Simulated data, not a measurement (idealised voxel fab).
Process module in this document: voxel air gaps
FYI the section here is cut, 165 nm wide, cells are 5 nm squares.
In this document a cross-section is written as a grid of square cells. It is given as a series of bands, listed from the top down, and a band is one or more rows of cells. For a band, the entry starts with two heights in nm, that of the top and then that of the bottom, and carries on with the band's materials in order from left to right, each alongside its width in nm; the word "everywhere" beside a single material means it fills the band edge to edge, and "air" means empty space. Counting heights begins at 0, where everything beneath is, in the wafer as received, one material. The lowest band has no bottom; it goes on downwards, as "0 down" shows. The expression "30..40" gives the width at the extremes of the band, the first number at its top row of cells and the second at its bottom row, with the width changing by equal amounts from each row to the next in between. The designation "identical to before", where it is given for a processing step, indicates that no cell of the cross-section was altered in the course of that step. Reported under the label "Enclosed internal voids" are the empty spaces having no open way to the top and comprising 8 cells or more; the notation for each is width x height at distance, in which the distance is measured from the left edge and all three values are in nm. Post-settings text on a step line: simulator's own remark regarding the step. overlay nm: mask offset rightward from planned place, masked step; negative means leftward offset.

THE PLANNED PROCESS STEPS ARE ENUMERATED HEREUNDER
- 1: RECEIVE | material Si
- 2: CONFORMAL_DEP | material SiO2 | thk nm 10
- 3: CONFORMAL_DEP | material SiN | thk nm 5
- 4: DIRECTIONAL_DEP | material lowk | thk nm 35
- 5: PATTERN | tone open | mask id LINES | material resist | width nm 15 | pitch nm 40 | thk nm 15 | overlay nm 0
- 6: DIRECTIONAL_ETCH | etch materials lowk | depth nm 35
- 7: STRIP | etch materials resist
- 8: CONFORMAL_DEP | material TiN | thk nm 5
- 9: FILL_DEP | material W | thk nm 5
- 10: CMP | height nm 50
- 11: EPI | material Ru | thk nm 10
- 12: SELECTIVE_ETCH | etch materials lowk | depth nm 45
- 13: CONFORMAL_DEP | material SiCN | thk nm 5

STEP 1 COMPLETE: CROSS-SECTION OF THE WAFER AS RECEIVED
> 0 down: Si everywhere
> Enclosed internal voids: none

WAFER CROSS-SECTION AT END OF MODULE: START AND PLAN AS SHOWN ABOVE, ONE EXECUTION ERROR
> 55 to 50: SiCN everywhere
> 50 to 10: SiN everywhere
> 10 to 0: SiO2 everywhere
> 0 down: Si everywhere
> Enclosed internal voids: none
What was done differently from what was planned? heads up, step 4 didn't go per plan, it actually ran as DIRECTIONAL_DEP | material SiN | thk nm 35
